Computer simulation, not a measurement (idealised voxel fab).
process module | voxel gate over fins
cross-section cut | 250 nm wide | cells 5 nm
A cross-section is a grid of square cells, given in bands from the top down. A band is one or more rows of cells.
Each band's line starts with the height of the band's top and of its bottom, in nm. Then come its materials from left to right, each with its width in nm. One material with "throughout" fills the band from edge to edge. "air" is empty space.
Height 0 is the level under which the wafer as received is all one material. The lowest band goes on downwards, as in "0 down".
A width such as "30 to 40" changes by the same amount from each row of cells to the next, from the band's top row to its bottom row.
"no change" after a step means that no cell of the cross-section changed.
closed voids: empty space of 8 cells or more with no open way to the top, each as width x height at its distance from the left edge, in nm
after a step's settings: what the simulator itself notes on the step
overlay nm, on a step with a mask: how far to the right of its planned place the mask lay; to the left if negative
plan
1 op RECEIVE | material Si
2 op CONFORMAL_DEP | material SiN | thk nm 5
3 op MASKED_ETCH | tone cover | mask id FINS | width nm 15 | pitch nm 35 | etch materials SiN | depth nm 5 | overlay nm 0
4 op MASKED_ETCH | tone cover | mask id FINS | width nm 15 | pitch nm 35 | etch materials Si | depth nm 40 | overlay nm 0
5 op FILL_DEP | material SiO2 | thk nm 10
6 op CMP | height nm 5
7 op SELECTIVE_ETCH | etch materials SiO2 | depth nm 15
8 op STRIP | etch materials SiN
9 op CONFORMAL_DEP | material HfO2 | thk nm 5
10 op CONFORMAL_DEP | material TiN | thk nm 5
11 op FILL_DEP | material W | thk nm 10
12 op CMP | height nm 15
13 op CONFORMAL_DEP | material SiCN | thk nm 10
as received, after step 1
  0 down: Si throughout
  closed voids: none
a wafer at the end: this start, this plan, one mistake
  25 to 15: SiCN throughout
  15 to 10: W throughout
  10 to 5: W 90 | HfO2 70 | W 90
  5 to 0: W 90 | HfO2 5 | TiN 25 | HfO2 10 | TiN 25 | HfO2 5 | W 90
  0 to -5: HfO2 95 | TiN 5 | Si 15 | TiN 5 | HfO2 10 | TiN 5 | Si 15 | TiN 5 | HfO2 95
  -5 to -10: TiN 100 | Si 15 | TiN 20 | Si 15 | TiN 100
  -10 to -40: SiO2 100 | Si 15 | SiO2 20 | Si 15 | SiO2 100
  -40 down: Si throughout
  closed voids: none
what went wrong: steps 9 and 10 were swapped
